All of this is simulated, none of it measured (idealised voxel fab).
process module | voxel air gaps
cross-section cut | 240 nm wide | cells 5 nm
A cross-section is a grid of square cells, given in bands from the top down. A band is one or more rows of cells.
Each band's line starts with the height of the band's top and of its bottom, in nm. Then come its materials from left to right, each with its width in nm. One material with "throughout" fills the band from edge to edge. "air" is empty space.
Height 0 is the level under which the wafer as received is all one material. The lowest band goes on downwards, as in "0 down".
A width such as "30 to 40" changes by the same amount from each row of cells to the next, from the band's top row to its bottom row.
"no change" after a step means that no cell of the cross-section changed.
closed voids: empty space of 8 cells or more with no open way to the top, each as width x height at its distance from the left edge, in nm
after a step's settings: what the simulator itself notes on the step
overlay nm, on a step with a mask: how far to the right of its planned place the mask lay; to the left if negative
plan
1 op RECEIVE | material Si
2 op CONFORMAL_DEP | material SiO2 | thk nm 15
3 op CONFORMAL_DEP | material SiCN | thk nm 5
4 op DIRECTIONAL_DEP | material SiO2 | thk nm 40
5 op PATTERN | tone open | mask id LINES | material resist | width nm 15 | pitch nm 40 | thk nm 20 | overlay nm 0
6 op DIRECTIONAL_ETCH | etch materials SiO2 | depth nm 40
7 op STRIP | etch materials resist
8 op CONFORMAL_DEP | material TiN | thk nm 5
9 op FILL_DEP | material Cu | thk nm 5
10 op CMP | height nm 60
11 op EPI | material Ru | thk nm 10
12 op SELECTIVE_ETCH | etch materials SiO2 | depth nm 50
13 op CONFORMAL_DEP | material SiCN | thk nm 5
first wafer, as planned
as received, after step 1
  0 down: Si throughout
  closed voids: none
after step 2
  15 to 0: SiO2 throughout
  below 0: unchanged
after step 3
  20 to 15: SiCN throughout
  below 15: unchanged
after step 4
  60 to 20: SiO2 throughout
  below 20: unchanged
after step 5
  80 to 60: resist 50 | air 15 | resist 25 | air 15 | resist 25 | air 15 | resist 25 | air 15 | resist 55
  below 60: unchanged
after step 6
  80 to 60: resist 50 | air 15 | resist 25 | air 15 | resist 25 | air 15 | resist 25 | air 15 | resist 55
  60 to 20: SiO2 50 | air 15 | SiO2 25 | air 15 | SiO2 25 | air 15 | SiO2 25 | air 15 | SiO2 55
  below 20: unchanged
after step 7
  60 to 20: SiO2 50 | air 15 | SiO2 25 | air 15 | SiO2 25 | air 15 | SiO2 25 | air 15 | SiO2 55
  below 20: unchanged
after step 8
  65 to 60: TiN 55 | air 5 | TiN 35 | air 5 | TiN 35 | air 5 | TiN 35 | air 5 | TiN 60
  60 to 25: SiO2 50 | TiN 5 | air 5 | TiN 5 | SiO2 25 | TiN 5 | air 5 | TiN 5 | SiO2 25 | TiN 5 | air 5 | TiN 5 | SiO2 25 | TiN 5 | air 5 | TiN 5 | SiO2 55
  25 to 20: SiO2 50 | TiN 15 | SiO2 25 | TiN 15 | SiO2 25 | TiN 15 | SiO2 25 | TiN 15 | SiO2 55
  below 20: unchanged
after step 9
  70 to 65: Cu throughout
  65 to 60: TiN 55 | Cu 5 | TiN 35 | Cu 5 | TiN 35 | Cu 5 | TiN 35 | Cu 5 | TiN 60
  60 to 25: SiO2 50 | TiN 5 | Cu 5 | TiN 5 | SiO2 25 | TiN 5 | Cu 5 | TiN 5 | SiO2 25 | TiN 5 | Cu 5 | TiN 5 | SiO2 25 | TiN 5 | Cu 5 | TiN 5 | SiO2 55
  below 25: unchanged
after step 10
  60 to 25: SiO2 50 | TiN 5 | Cu 5 | TiN 5 | SiO2 25 | TiN 5 | Cu 5 | TiN 5 | SiO2 25 | TiN 5 | Cu 5 | TiN 5 | SiO2 25 | TiN 5 | Cu 5 | TiN 5 | SiO2 55
  below 25: unchanged
after step 11
  70 to 60: air 40 | Ru 35 | air 5 | Ru 35 | air 5 | Ru 35 | air 5 | Ru 35 | air 45
  below 60: unchanged
after step 12
  70 to 60: air 40 | Ru 35 | air 5 | Ru 35 | air 5 | Ru 35 | air 5 | Ru 35 | air 45
  60 to 25: air 50 | TiN 5 | Cu 5 | TiN 5 | air 25 | TiN 5 | Cu 5 | TiN 5 | air 25 | TiN 5 | Cu 5 | TiN 5 | air 25 | TiN 5 | Cu 5 | TiN 5 | air 55
  25 to 20: air 50 | TiN 15 | air 25 | TiN 15 | air 25 | TiN 15 | air 25 | TiN 15 | air 55
  below 20: unchanged
after step 13
  75 to 70: air 35 | SiCN 165 | air 40
  70 to 60: air 35 | SiCN 5 | Ru 35 | SiCN 5 | Ru 35 | SiCN 5 | Ru 35 | SiCN 5 | Ru 35 | SiCN 5 | air 40
  60 to 55: air 35 | SiCN 15 | TiN 5 | Cu 5 | TiN 5 | SiCN 25 | TiN 5 | Cu 5 | TiN 5 | SiCN 25 | TiN 5 | Cu 5 | TiN 5 | SiCN 25 | TiN 5 | Cu 5 | TiN 5 | SiCN 15 | air 40
  55 to 25: air 45 | SiCN 5 | TiN 5 | Cu 5 | TiN 5 | SiCN 5 | air 15 | SiCN 5 | TiN 5 | Cu 5 | TiN 5 | SiCN 5 | air 15 | SiCN 5 | TiN 5 | Cu 5 | TiN 5 | SiCN 5 | air 15 | SiCN 5 | TiN 5 | Cu 5 | TiN 5 | SiCN 5 | air 50
  25 to 20: SiCN 50 | TiN 15 | SiCN 25 | TiN 15 | SiCN 25 | TiN 15 | SiCN 25 | TiN 15 | SiCN 55
  below 20: unchanged
  closed voids: 15 x 30 at 70; 15 x 30 at 110; 15 x 30 at 150
second wafer: like start, like plan, one mistake. Through step 12 it matches the first wafer
when step 13 should have ended
  75 to 70: air 35 | SiO2 165 | air 40
  70 to 60: air 35 | SiO2 5 | Ru 35 | SiO2 5 | Ru 35 | SiO2 5 | Ru 35 | SiO2 5 | Ru 35 | SiO2 5 | air 40
  60 to 55: air 35 | SiO2 15 | TiN 5 | Cu 5 | TiN 5 | SiO2 25 | TiN 5 | Cu 5 | TiN 5 | SiO2 25 | TiN 5 | Cu 5 | TiN 5 | SiO2 25 | TiN 5 | Cu 5 | TiN 5 | SiO2 15 | air 40
  55 to 25: air 45 | SiO2 5 | TiN 5 | Cu 5 | TiN 5 | SiO2 5 | air 15 | SiO2 5 | TiN 5 | Cu 5 | TiN 5 | SiO2 5 | air 15 | SiO2 5 | TiN 5 | Cu 5 | TiN 5 | SiO2 5 | air 15 | SiO2 5 | TiN 5 | Cu 5 | TiN 5 | SiO2 5 | air 50
  25 to 20: SiO2 50 | TiN 15 | SiO2 25 | TiN 15 | SiO2 25 | TiN 15 | SiO2 25 | TiN 15 | SiO2 55
  below 20: unchanged
  closed voids: 15 x 30 at 70; 15 x 30 at 110; 15 x 30 at 150
what went wrong: step 13 ran as: op CONFORMAL_DEP | material SiO2 | thk nm 5
at the end the second wafer has, in cells: 148 fewer of SiCN | 148 more of SiO2
